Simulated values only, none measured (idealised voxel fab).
Presented below is a process module, voxel local oxidation.
Xsec cut, 275 nm wide, square cell size 5 nm.
Bands, listed from the top down, are how a cross-section gets written in this document; the cross-section itself is a grid of square cells, and a band is one or more rows of them. Look at the band entry: it leads with the top's height and the bottom's height in nm. Then it lists the materials left to right, with a width in nm for each. The word "all across" on a single material says that material fills the band edge to edge. The word "blank" is empty space. Convention: height 0 is the level below which the wafer, as received, is all one material. The lowest band does not terminate at the bottom but continues downward, represented as "0 nm and below". Width: "30->40" (first number = top row, second number = bottom row, same change from row to row of cells). Basically "remained the same" means that step didn't change any cell in the cross-section. Under "Enclosed void entries" you'll find the enclosed gaps, the ones with no way out to the top, that are 8 cells or bigger; each reads width x height at distance, with distance counted from the left edge, everything in nm. It should be noted that, on the line of a given step, the content following the step's settings is a remark produced by the simulator itself with respect to that step. On any step carrying a mask, the "overlay nm" setting, if present on the step's line, tells how far right of its planned place the mask lay; negative values point to the left.
[This section lists the process steps that were planned]
1: RECEIVE,material Si
2: OXIDIZE,depth nm 5
3: CONFORMAL_DEP,material SiN,thk nm 15
4: PATTERN,tone cover,mask id ACTIVE,material resist,width nm 115,thk nm 20,overlay nm 0
5: DIRECTIONAL_ETCH,etch materials SiN,depth nm 15
6: STRIP,etch materials resist
7: SELECTIVE_ETCH,etch materials SiO2,depth nm 5
8: OXIDIZE,depth nm 10
9: STRIP,etch materials SiN
[First of two wafers: run as planned]
[Cross-section: wafer on arrival = after step 1]
    0 nm and below: Si all across
    Enclosed void entries: none
[Presented here is a cross-section of the wafer after step 2 has been performed]
    0 nm to -5 nm: SiO2 all across
    Below -5 it's all the same as before, nothing changed down there.
[Presented here is a cross-section of the wafer after step 3 has been performed]
    15 nm to 0 nm: SiN all across
    Below 0 it's all the same as before, nothing changed down there.
[Presented here is a cross-section of the wafer after step 4 has been performed]
    35 nm to 15 nm: blank: 80, resist: 115, blank: 80
    Below 15 it's all the same as before, nothing changed down there.
[Presented here is a cross-section of the wafer after step 5 has been performed]
    35 nm to 15 nm: blank: 80, resist: 115, blank: 80
    15 nm to 0 nm: blank: 80, SiN: 115, blank: 80
    Below 0 it's all the same as before, nothing changed down there.
[Presented here is a cross-section of the wafer after step 6 has been performed]
    15 nm to 0 nm: blank: 80, SiN: 115, blank: 80
    Below 0 it's all the same as before, nothing changed down there.
[Presented here is a cross-section of the wafer after step 7 has been performed]
    15 nm to 0 nm: blank: 80, SiN: 115, blank: 80
    0 nm to -5 nm: blank: 85, SiO2: 105, blank: 85
    Below -5 it's all the same as before, nothing changed down there.
[Presented here is a cross-section of the wafer after step 8 has been performed]
    15 nm to 0 nm: blank: 80, SiN: 115, blank: 80
    0 nm to -5 nm: blank: 85, SiO2: 105, blank: 85
    -5 nm to -15 nm: SiO2: 95, Si: 85, SiO2: 95
    Below -15 it's all the same as before, nothing changed down there.
[Presented here is a cross-section of the wafer after step 9 has been performed]
    0 nm to -5 nm: blank: 85, SiO2: 105, blank: 85
    Below -5 it's all the same as before, nothing changed down there.
[Second wafer - shared start and plan with the first - one error in running - same as the first up to step 3 inclusive]
[Second wafer profile in section, at the moment step 4 of the plan was meant to be complete]
    35 nm to 15 nm: blank: 70, resist: 115, blank: 90
    Below 15 it's all the same as before, nothing changed down there.
[Second wafer profile in section, at the moment step 5 of the plan was meant to be complete]
    35 nm to 15 nm: blank: 70, resist: 115, blank: 90
    15 nm to 0 nm: blank: 70, SiN: 115, blank: 90
    Below 0 it's all the same as before, nothing changed down there.
[Second wafer profile in section, at the moment step 6 of the plan was meant to be complete]
    15 nm to 0 nm: blank: 70, SiN: 115, blank: 90
    Below 0 it's all the same as before, nothing changed down there.
[Second wafer profile in section, at the moment step 7 of the plan was meant to be complete]
    15 nm to 0 nm: blank: 70, SiN: 115, blank: 90
    0 nm to -5 nm: blank: 75, SiO2: 105, blank: 95
    Below -5 it's all the same as before, nothing changed down there.
[Second wafer profile in section, at the moment step 8 of the plan was meant to be complete]
    15 nm to 0 nm: blank: 70, SiN: 115, blank: 90
    0 nm to -5 nm: blank: 75, SiO2: 105, blank: 95
    -5 nm to -15 nm: SiO2: 85, Si: 85, SiO2: 105
    Below -15 it's all the same as before, nothing changed down there.
[Second wafer profile in section, at the moment step 9 of the plan was meant to be complete]
    0 nm to -5 nm: blank: 75, SiO2: 105, blank: 95
    Below -5 it's all the same as before, nothing changed down there.
Processing error: off-plan run, step 4, actual operation and settings PATTERN,tone cover,mask id ACTIVE,material resist,width nm 115,thk nm 20,overlay nm -10
If you tally the cells, the second wafer ends up with the same amount of every material as the first; it's all just sitting in different places.
